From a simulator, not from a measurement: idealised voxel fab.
voxel transistor to metal: a process module
The cross-section on display is named cut; it measures 145 nm wide, and its cells are 5 nm squares.
Cross-sections here: square-cell grids, written as top-down lists of bands, a band being one or more rows of cells. Band entry format. Leading values: height of top, height of bottom, nm. Remainder: materials in left-to-right order, each with its width in nm. Special words: "everywhere" on a single material, which then fills the band edge to edge; "air", empty space. Where do heights start? At 0: under that level the wafer as delivered is made of one material only. And the lowest band has no floor; it just carries on downward, as in "0 nm and below". Width spec "30->40" -> top row of cells at first value, bottom row at second value, equal per-row change in between. When a step is marked "no change", none of the cells in the cross-section changed during that step. Heads up: "Closed internal voids" only lists the empty pockets with no open path to the top that are 8 cells or more, and it writes them as width x height at distance, distance from the left edge, in nm. On each step's line, the part that comes after the settings is the simulator's own comment on the step. The line of a step may include "overlay nm". On a step with a mask, this value is how far to the right of its planned place the mask lay. A negative value means the mask lay to the left.

**Listed below are the process steps as planned**
| 1 | RECEIVE | material Si |
| 2 | OXIDIZE | depth nm 5 |
| 3 | CONFORMAL_DEP | material SiN | thk nm 15 |
| 4 | DIRECTIONAL_DEP | material aC | thk nm 10 |
| 5 | PATTERN | tone cover | mask id ACTIVE | material resist | width nm 100 | thk nm 30 | overlay nm 0 |
| 6 | DIRECTIONAL_ETCH | etch materials aC | depth nm 10 |
| 7 | STRIP | etch materials resist |
| 8 | DIRECTIONAL_ETCH | etch materials SiN | depth nm 15 |
| 9 | DIRECTIONAL_ETCH | etch materials SiO2 | depth nm 5 |
| 10 | DIRECTIONAL_ETCH | etch materials Si | depth nm 25 |
| 11 | STRIP | etch materials aC |
| 12 | FILL_DEP | material SiO2 | thk nm 15 |
| 13 | CMP | height nm 15 |
| 14 | SELECTIVE_ETCH | etch materials SiO2 | depth nm 10 |
| 15 | STRIP | etch materials SiN |
| 16 | SELECTIVE_ETCH | etch materials SiO2 | depth nm 5 |
| 17 | OXIDIZE | depth nm 5 |
| 18 | DIRECTIONAL_DEP | material polySi | thk nm 20 |
| 19 | DIRECTIONAL_DEP | material SiCN | thk nm 15 |
| 20 | PATTERN | tone cover | mask id GATE | material resist | width nm 20 | thk nm 15 | overlay nm 0 |
| 21 | DIRECTIONAL_ETCH | etch materials SiCN | depth nm 25 |
| 22 | DIRECTIONAL_ETCH | etch materials polySi | depth nm 30 |
| 23 | STRIP | etch materials resist |
| 24 | CONFORMAL_DEP | material SiO2 | thk nm 5 |
| 25 | DIRECTIONAL_ETCH | etch materials SiO2 | depth nm 5 |
| 26 | CONFORMAL_DEP | material SiN | thk nm 5 |
| 27 | DIRECTIONAL_ETCH | etch materials SiN | depth nm 5 |
| 28 | DIRECTIONAL_ETCH | etch materials SiO2 | depth nm 5 |
| 29 | DIRECTIONAL_ETCH | etch materials Si | depth nm 10 |
| 30 | EPI | material nSi | thk nm 10 |
| 31 | FILL_DEP | material SiO2 | thk nm 5 |
| 32 | CMP | height nm 30 |
| 33 | DIRECTIONAL_DEP | material SiO2 | thk nm 10 |
| 34 | PATTERN | tone open | mask id CONTACT | material resist | width nm 30 | pitch nm 60 | thk nm 20 | overlay nm 0 |
| 35 | DIRECTIONAL_ETCH | etch materials SiO2 | depth nm 50 |
| 36 | STRIP | etch materials resist |
| 37 | CONFORMAL_DEP | material TiN | thk nm 5 |
| 38 | FILL_DEP | material W | thk nm 10 |
| 39 | CMP | height nm 40 |
| 40 | CONFORMAL_DEP | material SiCN | thk nm 5 |
| 41 | DIRECTIONAL_DEP | material lowk | thk nm 15 |
| 42 | PATTERN | tone open | mask id METAL_1 | material resist | width nm 20 | pitch nm 70 | thk nm 15 | overlay nm 0 |
| 43 | DIRECTIONAL_ETCH | etch materials lowk | depth nm 15 |
| 44 | DIRECTIONAL_ETCH | etch materials SiCN | depth nm 5 |
| 45 | STRIP | etch materials resist |
| 46 | CONFORMAL_DEP | material TiN | thk nm 5 |
| 47 | FILL_DEP | material Cu | thk nm 10 |
| 48 | CMP | height nm 60 |
| 49 | CONFORMAL_DEP | material SiCN | thk nm 5 |
| 50 | DIRECTIONAL_DEP | material SiO2 | thk nm 35 |
| 51 | DIRECTIONAL_DEP | material aC | thk nm 10 |
| 52 | PATTERN | tone open | mask id METAL_2_HOLES | material resist | width nm 15 | pitch nm 70 | thk nm 25 | overlay nm 0 |
| 53 | DIRECTIONAL_ETCH | etch materials aC | depth nm 10 |
| 54 | STRIP | etch materials resist |
| 55 | DIRECTIONAL_ETCH | etch materials SiO2 | depth nm 35 |
| 56 | STRIP | etch materials aC |
| 57 | PATTERN | tone open | mask id METAL_2 | material resist | width nm 20 | pitch nm 70 | thk nm 15 | overlay nm 0 |
| 58 | DIRECTIONAL_ETCH | etch materials SiO2 | depth nm 20 |
| 59 | DIRECTIONAL_ETCH | etch materials SiCN | depth nm 5 |
| 60 | STRIP | etch materials resist |
| 61 | CONFORMAL_DEP | material TiN | thk nm 5 |
| 62 | FILL_DEP | material Cu | thk nm 10 |
| 63 | CMP | height nm 100 |
| 64 | CONFORMAL_DEP | material SiN | thk nm 5 |

**Concerning the first of two wafers, which was run in accordance with the plan**

**As-received state of the wafer in cross-section, equivalent to post-step 1**
* 0 nm and below = Si everywhere
* Closed internal voids: none

**Sectional view: wafer, after step 2**
* 0 nm to -5 nm = SiO2 everywhere
* No changes below -5.

**Sectional view: wafer, after step 3**
* 15 nm to 0 nm = SiN everywhere
* No changes below 0.

**Sectional view: wafer, after step 4**
* 25 nm to 15 nm = aC everywhere
* No changes below 15.

**Sectional view: wafer, after step 5**
* 55 nm to 25 nm = air=20, then resist=100, then air=25
* No changes below 25.

**Sectional view: wafer, after step 6**
* 45 nm to 25 nm = air=20, then resist=100, then air=25
* 25 nm to 15 nm = air=20, then aC=100, then air=25
* No changes below 15.

**Sectional view: wafer, after step 7**
* 25 nm to 15 nm = air=20, then aC=100, then air=25
* No changes below 15.

**Sectional view: wafer, after step 8**
* 25 nm to 15 nm = air=20, then aC=100, then air=25
* 15 nm to 0 nm = air=20, then SiN=100, then air=25
* No changes below 0.

**Sectional view: wafer, after step 9**
* 25 nm to 15 nm = air=20, then aC=100, then air=25
* 15 nm to 0 nm = air=20, then SiN=100, then air=25
* 0 nm to -5 nm = air=20, then SiO2=100, then air=25
* No changes below -5.

**Sectional view: wafer, after step 10**
* 25 nm to 15 nm = air=20, then aC=100, then air=25
* 15 nm to 0 nm = air=20, then SiN=100, then air=25
* 0 nm to -5 nm = air=20, then SiO2=100, then air=25
* -5 nm to -30 nm = air=20, then Si=100, then air=25
* No changes below -30.

**Sectional view: wafer, after step 11**
* 15 nm to 0 nm = air=20, then SiN=100, then air=25
* No changes below 0.

**Sectional view: wafer, after step 12**
* 30 nm to 15 nm = SiO2 everywhere
* 15 nm to 0 nm = SiO2=20, then SiN=100, then SiO2=25
* 0 nm to -5 nm = SiO2 everywhere
* -5 nm to -30 nm = SiO2=20, then Si=100, then SiO2=25
* No changes below -30.

**Sectional view: wafer, after step 13**
* 15 nm to 0 nm = SiO2=20, then SiN=100, then SiO2=25
* No changes below 0.

**Sectional view: wafer, after step 14**
* 15 nm to 5 nm = air=20, then SiN=100, then air=25
* No changes below 5.

**Sectional view: wafer, after step 15**
* 5 nm to 0 nm = SiO2=20, then air=100, then SiO2=25
* No changes below 0.

**Sectional view: wafer, after step 16**
* 0 nm to -5 nm = SiO2=15, then air=110, then SiO2=20
* No changes below -5.

**Sectional view: wafer, after step 17**
* 0 nm to -5 nm = SiO2=15, then air=110, then SiO2=20
* -5 nm to -10 nm = SiO2 everywhere
* No changes below -10.

**Sectional view: wafer, after step 18**
* 20 nm to 15 nm = polySi=15, then air=110, then polySi=20
* 15 nm to 0 nm = polySi everywhere
* 0 nm to -5 nm = SiO2=15, then polySi=110, then SiO2=20
* No changes below -5.

**Sectional view: wafer, after step 19**
* 35 nm to 30 nm = SiCN=15, then air=110, then SiCN=20
* 30 nm to 20 nm = SiCN everywhere
* 20 nm to 15 nm = polySi=15, then SiCN=110, then polySi=20
* No changes below 15.

**Sectional view: wafer, after step 20**
* 50 nm to 35 nm = air=60, then resist=20, then air=65
* 35 nm to 30 nm = SiCN=15, then air=45, then resist=20, then air=45, then SiCN=20
* No changes below 30.

**Sectional view: wafer, after step 21**
* 50 nm to 30 nm = air=60, then resist=20, then air=65
* 30 nm to 20 nm = air=60, then SiCN=20, then air=65
* 20 nm to 15 nm = polySi=15, then air=45, then SiCN=20, then air=45, then polySi=20
* No changes below 15.

**Sectional view: wafer, after step 22**
* 50 nm to 30 nm = air=60, then resist=20, then air=65
* 30 nm to 15 nm = air=60, then SiCN=20, then air=65
* 15 nm to 0 nm = air=60, then polySi=20, then air=65
* 0 nm to -5 nm = SiO2=15, then air=45, then polySi=20, then air=45, then SiO2=20
* No changes below -5.

**Sectional view: wafer, after step 23**
* 30 nm to 15 nm = air=60, then SiCN=20, then air=65
* No changes below 15.

**Sectional view: wafer, after step 24**
* 35 nm to 30 nm = air=55, then SiO2=30, then air=60
* 30 nm to 15 nm = air=55, then SiO2=5, then SiCN=20, then SiO2=5, then air=60
* 15 nm to 5 nm = air=55, then SiO2=5, then polySi=20, then SiO2=5, then air=60
* 5 nm to 0 nm = SiO2=20, then air=35, then SiO2=5, then polySi=20, then SiO2=5, then air=35, then SiO2=25
* 0 nm to -5 nm = SiO2=60, then polySi=20, then SiO2=65
* No changes below -5.

**Sectional view: wafer, after step 25**
* 30 nm to 15 nm = air=55, then SiO2=5, then SiCN=20, then SiO2=5, then air=60
* 15 nm to 0 nm = air=55, then SiO2=5, then polySi=20, then SiO2=5, then air=60
* 0 nm to -5 nm = SiO2=20, then air=35, then SiO2=5, then polySi=20, then SiO2=5, then air=35, then SiO2=25
* No changes below -5.

**Sectional view: wafer, after step 26**
* 35 nm to 30 nm = air=50, then SiN=40, then air=55
* 30 nm to 15 nm = air=50, then SiN=5, then SiO2=5, then SiCN=20, then SiO2=5, then SiN=5, then air=55
* 15 nm to 5 nm = air=50, then SiN=5, then SiO2=5, then polySi=20, then SiO2=5, then SiN=5, then air=55
* 5 nm to 0 nm = SiN=25, then air=25, then SiN=5, then SiO2=5, then polySi=20, then SiO2=5, then SiN=5, then air=25, then SiN=30
* 0 nm to -5 nm = SiO2=20, then SiN=35, then SiO2=5, then polySi=20, then SiO2=5, then SiN=35, then SiO2=25
* No changes below -5.

**Sectional view: wafer, after step 27**
* 30 nm to 15 nm = air=50, then SiN=5, then SiO2=5, then SiCN=20, then SiO2=5, then SiN=5, then air=55
* 15 nm to 0 nm = air=50, then SiN=5, then SiO2=5, then polySi=20, then SiO2=5, then SiN=5, then air=55
* 0 nm to -5 nm = SiO2=20, then SiN=5, then air=25, then SiN=5, then SiO2=5, then polySi=20, then SiO2=5, then SiN=5, then air=25, then SiN=5, then SiO2=25
* No changes below -5.

**Sectional view: wafer, after step 28**
* 30 nm to 25 nm = air=50, then SiN=5, then air=5, then SiCN=20, then air=5, then SiN=5, then air=55
* 25 nm to 15 nm = air=50, then SiN=5, then SiO2=5, then SiCN=20, then SiO2=5, then SiN=5, then air=55
* 15 nm to 0 nm = air=50, then SiN=5, then SiO2=5, then polySi=20, then SiO2=5, then SiN=5, then air=55
* 0 nm to -5 nm = air=20, then SiN=5, then air=25, then SiN=5, then SiO2=5, then polySi=20, then SiO2=5, then SiN=5, then air=25, then SiN=5, then air=25
* -5 nm to -10 nm = SiO2=25, then air=25, then SiO2=40, then air=25, then SiO2=30
* No changes below -10.

**Sectional view: wafer, after step 29**
* 30 nm to 25 nm = air=50, then SiN=5, then air=5, then SiCN=20, then air=5, then SiN=5, then air=55
* 25 nm to 15 nm = air=50, then SiN=5, then SiO2=5, then SiCN=20, then SiO2=5, then SiN=5, then air=55
* 15 nm to 0 nm = air=50, then SiN=5, then SiO2=5, then polySi=20, then SiO2=5, then SiN=5, then air=55
* 0 nm to -5 nm = air=20, then SiN=5, then air=25, then SiN=5, then SiO2=5, then polySi=20, then SiO2=5, then SiN=5, then air=25, then SiN=5, then air=25
* -5 nm to -10 nm = SiO2=25, then air=25, then SiO2=40, then air=25, then SiO2=30
* -10 nm to -20 nm = SiO2=20, then Si=5, then air=25, then Si=40, then air=25, then Si=5, then SiO2=25
* No changes below -20.

**Sectional view: wafer, after step 30**
* 30 nm to 25 nm = air=50, then SiN=5, then air=5, then SiCN=20, then air=5, then SiN=5, then air=55
* 25 nm to 15 nm = air=50, then SiN=5, then SiO2=5, then SiCN=20, then SiO2=5, then SiN=5, then air=55
* 15 nm to 0 nm = air=50, then SiN=5, then SiO2=5, then polySi=20, then SiO2=5, then SiN=5, then air=55
* 0 nm to -5 nm = air=20, then SiN=5, then nSi=10, then air=5, then nSi=10, then SiN=5, then SiO2=5, then polySi=20, then SiO2=5, then SiN=5, then nSi=10, then air=5, then nSi=10, then SiN=5, then air=25
* -5 nm to -10 nm = SiO2=25, then nSi=10, then air=5, then nSi=10, then SiO2=40, then nSi=10, then air=5, then nSi=10, then SiO2=30
* -10 nm to -20 nm = SiO2=20, then Si=5, then nSi=25, then Si=40, then nSi=25, then Si=5, then SiO2=25
* No changes below -20.

**Sectional view: wafer, after step 31**
* 35 nm to 30 nm = SiO2 everywhere
* 30 nm to 15 nm = SiO2=50, then SiN=5, then SiO2=5, then SiCN=20, then SiO2=5, then SiN=5, then SiO2=55
* 15 nm to 0 nm = SiO2=50, then SiN=5, then SiO2=5, then polySi=20, then SiO2=5, then SiN=5, then SiO2=55
* 0 nm to -5 nm = SiO2=20, then SiN=5, then nSi=10, then SiO2=5, then nSi=10, then SiN=5, then SiO2=5, then polySi=20, then SiO2=5, then SiN=5, then nSi=10, then SiO2=5, then nSi=10, then SiN=5, then SiO2=25
* -5 nm to -10 nm = SiO2=25, then nSi=10, then SiO2=5, then nSi=10, then SiO2=40, then nSi=10, then SiO2=5, then nSi=10, then SiO2=30
* No changes below -10.

**Sectional view: wafer, after step 32**
* 30 nm to 15 nm = SiO2=50, then SiN=5, then SiO2=5, then SiCN=20, then SiO2=5, then SiN=5, then SiO2=55
* No changes below 15.

**Sectional view: wafer, after step 33**
* 40 nm to 30 nm = SiO2 everywhere
* No changes below 30.

**Sectional view: wafer, after step 34**
* 60 nm to 40 nm = resist=25, then air=30, then resist=30, then air=30, then resist=30
* No changes below 40.

**Sectional view: wafer, after step 35**
* 60 nm to 40 nm = resist=25, then air=30, then resist=30, then air=30, then resist=30
* 40 nm to 30 nm = SiO2=25, then air=30, then SiO2=30, then air=30, then SiO2=30
* 30 nm to 15 nm = SiO2=25, then air=25, then SiN=5, then SiO2=5, then SiCN=20, then SiO2=5, then SiN=5, then air=25, then SiO2=30
* 15 nm to 0 nm = SiO2=25, then air=25, then SiN=5, then SiO2=5, then polySi=20, then SiO2=5, then SiN=5, then air=25, then SiO2=30
* 0 nm to -5 nm = SiO2=20, then SiN=5, then nSi=10, then air=5, then nSi=10, then SiN=5, then SiO2=5, then polySi=20, then SiO2=5, then SiN=5, then nSi=10, then air=5, then nSi=10, then SiN=5, then SiO2=25
* -5 nm to -10 nm = SiO2=25, then nSi=10, then air=5, then nSi=10, then SiO2=40, then nSi=10, then air=5, then nSi=10, then SiO2=30
* No changes below -10.

**Sectional view: wafer, after step 36**
* 40 nm to 30 nm = SiO2=25, then air=30, then SiO2=30, then air=30, then SiO2=30
* No changes below 30.

**Sectional view: wafer, after step 37**
* 45 nm to 40 nm = TiN=30, then air=20, then TiN=40, then air=20, then TiN=35
* 40 nm to 30 nm = SiO2=25, then TiN=5, then air=20->15, then TiN=5->10, then SiO2=30, then TiN=5->10, then air=20->15, then TiN=5, then SiO2=30
* 30 nm to 15 nm = SiO2=25, then TiN=5, then air=15, then TiN=5, then SiN=5, then SiO2=5, then SiCN=20, then SiO2=5, then SiN=5, then TiN=5, then air=15, then TiN=5, then SiO2=30
* 15 nm to 5 nm = SiO2=25, then TiN=5, then air=15, then TiN=5, then SiN=5, then SiO2=5, then polySi=20, then SiO2=5, then SiN=5, then TiN=5, then air=15, then TiN=5, then SiO2=30
* 5 nm to 0 nm = SiO2=25, then TiN=25, then SiN=5, then SiO2=5, then polySi=20, then SiO2=5, then SiN=5, then TiN=25, then SiO2=30
* 0 nm to -5 nm = SiO2=20, then SiN=5, then nSi=10, then TiN=5, then nSi=10, then SiN=5, then SiO2=5, then polySi=20, then SiO2=5, then SiN=5, then nSi=10, then TiN=5, then nSi=10, then SiN=5, then SiO2=25
* -5 nm to -10 nm = SiO2=25, then nSi=10, then TiN=5, then nSi=10, then SiO2=40, then nSi=10, then TiN=5, then nSi=10, then SiO2=30
* No changes below -10.

**Sectional view: wafer, after step 38**
* 55 nm to 45 nm = W everywhere
* 45 nm to 40 nm = TiN=30, then W=20, then TiN=40, then W=20, then TiN=35
* 40 nm to 30 nm = SiO2=25, then TiN=5, then W=20->15, then TiN=5->10, then SiO2=30, then TiN=5->10, then W=20->15, then TiN=5, then SiO2=30
* 30 nm to 15 nm = SiO2=25, then TiN=5, then W=15, then TiN=5, then SiN=5, then SiO2=5, then SiCN=20, then SiO2=5, then SiN=5, then TiN=5, then W=15, then TiN=5, then SiO2=30
* 15 nm to 5 nm = SiO2=25, then TiN=5, then W=15, then TiN=5, then SiN=5, then SiO2=5, then polySi=20, then SiO2=5, then SiN=5, then TiN=5, then W=15, then TiN=5, then SiO2=30
* No changes below 5.

**Sectional view: wafer, after step 39**
* 40 nm to 30 nm = SiO2=25, then TiN=5, then W=20->15, then TiN=5->10, then SiO2=30, then TiN=5->10, then W=20->15, then TiN=5, then SiO2=30
* No changes below 30.

**Sectional view: wafer, after step 40**
* 45 nm to 40 nm = SiCN everywhere
* No changes below 40.

**Sectional view: wafer, after step 41**
* 60 nm to 45 nm = lowk everywhere
* No changes below 45.

**Sectional view: wafer, after step 42**
* 75 nm to 60 nm = resist=25, then air=20, then resist=50, then air=20, then resist=30
* No changes below 60.

**Sectional view: wafer, after step 43**
* 75 nm to 60 nm = resist=25, then air=20, then resist=50, then air=20, then resist=30
* 60 nm to 45 nm = lowk=25, then air=20, then lowk=50, then air=20, then lowk=30
* No changes below 45.

**Sectional view: wafer, after step 44**
* 75 nm to 60 nm = resist=25, then air=20, then resist=50, then air=20, then resist=30
* 60 nm to 45 nm = lowk=25, then air=20, then lowk=50, then air=20, then lowk=30
* 45 nm to 40 nm = SiCN=25, then air=20, then SiCN=50, then air=20, then SiCN=30
* No changes below 40.

**Sectional view: wafer, after step 45**
* 60 nm to 45 nm = lowk=25, then air=20, then lowk=50, then air=20, then lowk=30
* No changes below 45.

**Sectional view: wafer, after step 46**
* 65 nm to 60 nm = TiN=30, then air=10, then TiN=60, then air=10, then TiN=35
* 60 nm to 45 nm = lowk=25, then TiN=5, then air=10, then TiN=5, then lowk=50, then TiN=5, then air=10, then TiN=5, then lowk=30
* 45 nm to 40 nm = SiCN=25, then TiN=20, then SiCN=50, then TiN=20, then SiCN=30
* No changes below 40.

**Sectional view: wafer, after step 47**
* 75 nm to 65 nm = Cu everywhere
* 65 nm to 60 nm = TiN=30, then Cu=10, then TiN=60, then Cu=10, then TiN=35
* 60 nm to 45 nm = lowk=25, then TiN=5, then Cu=10, then TiN=5, then lowk=50, then TiN=5, then Cu=10, then TiN=5, then lowk=30
* No changes below 45.

**Sectional view: wafer, after step 48**
* 60 nm to 45 nm = lowk=25, then TiN=5, then Cu=10, then TiN=5, then lowk=50, then TiN=5, then Cu=10, then TiN=5, then lowk=30
* No changes below 45.

**Sectional view: wafer, after step 49**
* 65 nm to 60 nm = SiCN everywhere
* No changes below 60.

**Sectional view: wafer, after step 50**
* 100 nm to 65 nm = SiO2 everywhere
* No changes below 65.

**Sectional view: wafer, after step 51**
* 110 nm to 100 nm = aC everywhere
* No changes below 100.

**Sectional view: wafer, after step 52**
* 135 nm to 110 nm = resist=25, then air=15, then resist=55, then air=15, then resist=35
* No changes below 110.

**Sectional view: wafer, after step 53**
* 125 nm to 110 nm = resist=25, then air=15, then resist=55, then air=15, then resist=35
* 110 nm to 100 nm = aC=25, then air=15, then aC=55, then air=15, then aC=35
* No changes below 100.

**Sectional view: wafer, after step 54**
* 110 nm to 100 nm = aC=25, then air=15, then aC=55, then air=15, then aC=35
* No changes below 100.

**Sectional view: wafer, after step 55**
* 110 nm to 100 nm = aC=25, then air=15, then aC=55, then air=15, then aC=35
* 100 nm to 65 nm = SiO2=25, then air=15, then SiO2=55, then air=15, then SiO2=35
* No changes below 65.

**Sectional view: wafer, after step 56**
* 100 nm to 65 nm = SiO2=25, then air=15, then SiO2=55, then air=15, then SiO2=35
* No changes below 65.

**Sectional view: wafer, after step 57**
* 115 nm to 100 nm = resist=25, then air=20, then resist=50, then air=20, then resist=30
* No changes below 100.

**Sectional view: wafer, after step 58**
* 115 nm to 100 nm = resist=25, then air=20, then resist=50, then air=20, then resist=30
* 100 nm to 80 nm = SiO2=25, then air=20, then SiO2=50, then air=20, then SiO2=30
* No changes below 80.

**Sectional view: wafer, after step 59**
* 115 nm to 100 nm = resist=25, then air=20, then resist=50, then air=20, then resist=30
* 100 nm to 80 nm = SiO2=25, then air=20, then SiO2=50, then air=20, then SiO2=30
* 80 nm to 65 nm = SiO2=25, then air=15, then SiO2=55, then air=15, then SiO2=35
* 65 nm to 60 nm = SiCN=25, then air=15, then SiCN=55, then air=15, then SiCN=35
* No changes below 60.

**Sectional view: wafer, after step 60**
* 100 nm to 80 nm = SiO2=25, then air=20, then SiO2=50, then air=20, then SiO2=30
* No changes below 80.

**Sectional view: wafer, after step 61**
* 105 nm to 100 nm = TiN=30, then air=10, then TiN=60, then air=10, then TiN=35
* 100 nm to 85 nm = SiO2=25, then TiN=5, then air=10, then TiN=5, then SiO2=50, then TiN=5, then air=10, then TiN=5, then SiO2=30
* 85 nm to 80 nm = SiO2=25, then TiN=5, then air=5, then TiN=10, then SiO2=50, then TiN=5, then air=5, then TiN=10, then SiO2=30
* 80 nm to 65 nm = SiO2=25, then TiN=5, then air=5, then TiN=5, then SiO2=55, then TiN=5, then air=5, then TiN=5, then SiO2=35
* 65 nm to 60 nm = SiCN=25, then TiN=15, then SiCN=55, then TiN=15, then SiCN=35
* No changes below 60.

**Sectional view: wafer, after step 62**
* 115 nm to 105 nm = Cu everywhere
* 105 nm to 100 nm = TiN=30, then Cu=10, then TiN=60, then Cu=10, then TiN=35
* 100 nm to 85 nm = SiO2=25, then TiN=5, then Cu=10, then TiN=5, then SiO2=50, then TiN=5, then Cu=10, then TiN=5, then SiO2=30
* 85 nm to 80 nm = SiO2=25, then TiN=5, then Cu=5, then TiN=10, then SiO2=50, then TiN=5, then Cu=5, then TiN=10, then SiO2=30
* 80 nm to 65 nm = SiO2=25, then TiN=5, then Cu=5, then TiN=5, then SiO2=55, then TiN=5, then Cu=5, then TiN=5, then SiO2=35
* No changes below 65.

**Sectional view: wafer, after step 63**
* 100 nm to 85 nm = SiO2=25, then TiN=5, then Cu=10, then TiN=5, then SiO2=50, then TiN=5, then Cu=10, then TiN=5, then SiO2=30
* No changes below 85.

**Sectional view: wafer, after step 64**
* 105 nm to 100 nm = SiN everywhere
* No changes below 100.

**Wafer two. Identical start, identical plan. One mistake in execution. Identical history through step 41**

**Here is the second wafer in cross-section at the point where step 42 of the plan should have been done**
* 75 nm to 60 nm = resist=25, then air=25, then resist=45, then air=25, then resist=25
* No changes below 60.

**Here is the second wafer in cross-section at the point where step 43 of the plan should have been done**
* 75 nm to 60 nm = resist=25, then air=25, then resist=45, then air=25, then resist=25
* 60 nm to 45 nm = lowk=25, then air=25, then lowk=45, then air=25, then lowk=25
* No changes below 45.

**Here is the second wafer in cross-section at the point where step 44 of the plan should have been done**
* 75 nm to 60 nm = resist=25, then air=25, then resist=45, then air=25, then resist=25
* 60 nm to 45 nm = lowk=25, then air=25, then lowk=45, then air=25, then lowk=25
* 45 nm to 40 nm = SiCN=25, then air=25, then SiCN=45, then air=25, then SiCN=25
* No changes below 40.

**Here is the second wafer in cross-section at the point where step 45 of the plan should have been done**
* 60 nm to 45 nm = lowk=25, then air=25, then lowk=45, then air=25, then lowk=25
* No changes below 45.

**Here is the second wafer in cross-section at the point where step 46 of the plan should have been done**
* 65 nm to 60 nm = TiN=30, then air=15, then TiN=55, then air=15, then TiN=30
* 60 nm to 45 nm = lowk=25, then TiN=5, then air=15, then TiN=5, then lowk=45, then TiN=5, then air=15, then TiN=5, then lowk=25
* 45 nm to 40 nm = SiCN=25, then TiN=25, then SiCN=45, then TiN=25, then SiCN=25
* No changes below 40.

**Here is the second wafer in cross-section at the point where step 47 of the plan should have been done**
* 75 nm to 65 nm = Cu everywhere
* 65 nm to 60 nm = TiN=30, then Cu=15, then TiN=55, then Cu=15, then TiN=30
* 60 nm to 45 nm = lowk=25, then TiN=5, then Cu=15, then TiN=5, then lowk=45, then TiN=5, then Cu=15, then TiN=5, then lowk=25
* No changes below 45.

**Here is the second wafer in cross-section at the point where step 48 of the plan should have been done**
* 60 nm to 45 nm = lowk=25, then TiN=5, then Cu=15, then TiN=5, then lowk=45, then TiN=5, then Cu=15, then TiN=5, then lowk=25
* No changes below 45.

**Here is the second wafer in cross-section at the point where step 49 of the plan should have been done**
* 65 nm to 60 nm = SiCN everywhere
* No changes below 60.

**Here is the second wafer in cross-section at the point where step 50 of the plan should have been done**
* 100 nm to 65 nm = SiO2 everywhere
* No changes below 65.

**Here is the second wafer in cross-section at the point where step 51 of the plan should have been done**
* 110 nm to 100 nm = aC everywhere
* No changes below 100.

**Here is the second wafer in cross-section at the point where step 52 of the plan should have been done**
* 135 nm to 110 nm = resist=25, then air=15, then resist=55, then air=15, then resist=35
* No changes below 110.

**Here is the second wafer in cross-section at the point where step 53 of the plan should have been done**
* 125 nm to 110 nm = resist=25, then air=15, then resist=55, then air=15, then resist=35
* 110 nm to 100 nm = aC=25, then air=15, then aC=55, then air=15, then aC=35
* No changes below 100.

**Here is the second wafer in cross-section at the point where step 54 of the plan should have been done**
* 110 nm to 100 nm = aC=25, then air=15, then aC=55, then air=15, then aC=35
* No changes below 100.

**Here is the second wafer in cross-section at the point where step 55 of the plan should have been done**
* 110 nm to 100 nm = aC=25, then air=15, then aC=55, then air=15, then aC=35
* 100 nm to 65 nm = SiO2=25, then air=15, then SiO2=55, then air=15, then SiO2=35
* No changes below 65.

**Here is the second wafer in cross-section at the point where step 56 of the plan should have been done**
* 100 nm to 65 nm = SiO2=25, then air=15, then SiO2=55, then air=15, then SiO2=35
* No changes below 65.

**Here is the second wafer in cross-section at the point where step 57 of the plan should have been done**
* 115 nm to 100 nm = resist=25, then air=20, then resist=50, then air=20, then resist=30
* No changes below 100.

**Here is the second wafer in cross-section at the point where step 58 of the plan should have been done**
* 115 nm to 100 nm = resist=25, then air=20, then resist=50, then air=20, then resist=30
* 100 nm to 80 nm = SiO2=25, then air=20, then SiO2=50, then air=20, then SiO2=30
* No changes below 80.

**Here is the second wafer in cross-section at the point where step 59 of the plan should have been done**
* 115 nm to 100 nm = resist=25, then air=20, then resist=50, then air=20, then resist=30
* 100 nm to 80 nm = SiO2=25, then air=20, then SiO2=50, then air=20, then SiO2=30
* 80 nm to 65 nm = SiO2=25, then air=15, then SiO2=55, then air=15, then SiO2=35
* 65 nm to 60 nm = SiCN=25, then air=15, then SiCN=55, then air=15, then SiCN=35
* No changes below 60.

**Here is the second wafer in cross-section at the point where step 60 of the plan should have been done**
* 100 nm to 80 nm = SiO2=25, then air=20, then SiO2=50, then air=20, then SiO2=30
* No changes below 80.

**Here is the second wafer in cross-section at the point where step 61 of the plan should have been done**
* 105 nm to 100 nm = TiN=30, then air=10, then TiN=60, then air=10, then TiN=35
* 100 nm to 85 nm = SiO2=25, then TiN=5, then air=10, then TiN=5, then SiO2=50, then TiN=5, then air=10, then TiN=5, then SiO2=30
* 85 nm to 80 nm = SiO2=25, then TiN=5, then air=5, then TiN=10, then SiO2=50, then TiN=5, then air=5, then TiN=10, then SiO2=30
* 80 nm to 65 nm = SiO2=25, then TiN=5, then air=5, then TiN=5, then SiO2=55, then TiN=5, then air=5, then TiN=5, then SiO2=35
* 65 nm to 60 nm = SiCN=25, then TiN=15, then SiCN=55, then TiN=15, then SiCN=35
* No changes below 60.

**Here is the second wafer in cross-section at the point where step 62 of the plan should have been done**
* 115 nm to 105 nm = Cu everywhere
* 105 nm to 100 nm = TiN=30, then Cu=10, then TiN=60, then Cu=10, then TiN=35
* 100 nm to 85 nm = SiO2=25, then TiN=5, then Cu=10, then TiN=5, then SiO2=50, then TiN=5, then Cu=10, then TiN=5, then SiO2=30
* 85 nm to 80 nm = SiO2=25, then TiN=5, then Cu=5, then TiN=10, then SiO2=50, then TiN=5, then Cu=5, then TiN=10, then SiO2=30
* 80 nm to 65 nm = SiO2=25, then TiN=5, then Cu=5, then TiN=5, then SiO2=55, then TiN=5, then Cu=5, then TiN=5, then SiO2=35
* No changes below 65.

**Here is the second wafer in cross-section at the point where step 63 of the plan should have been done**
* 100 nm to 85 nm = SiO2=25, then TiN=5, then Cu=10, then TiN=5, then SiO2=50, then TiN=5, then Cu=10, then TiN=5, then SiO2=30
* No changes below 85.

**Here is the second wafer in cross-section at the point where step 64 of the plan should have been done**
* 105 nm to 100 nm = SiN everywhere
* No changes below 100.
Heads up, the wafer didn't run the way we planned it: contrary to plan, step 42 was performed as PATTERN | tone open | mask id METAL_1 | material resist | width nm 25 | pitch nm 70 | thk nm 15 | overlay nm 0
The final cell counts differ between the wafers, with the second having more or fewer of some materials than the first: Cu +6, SiCN -2, TiN +2, lowk -6
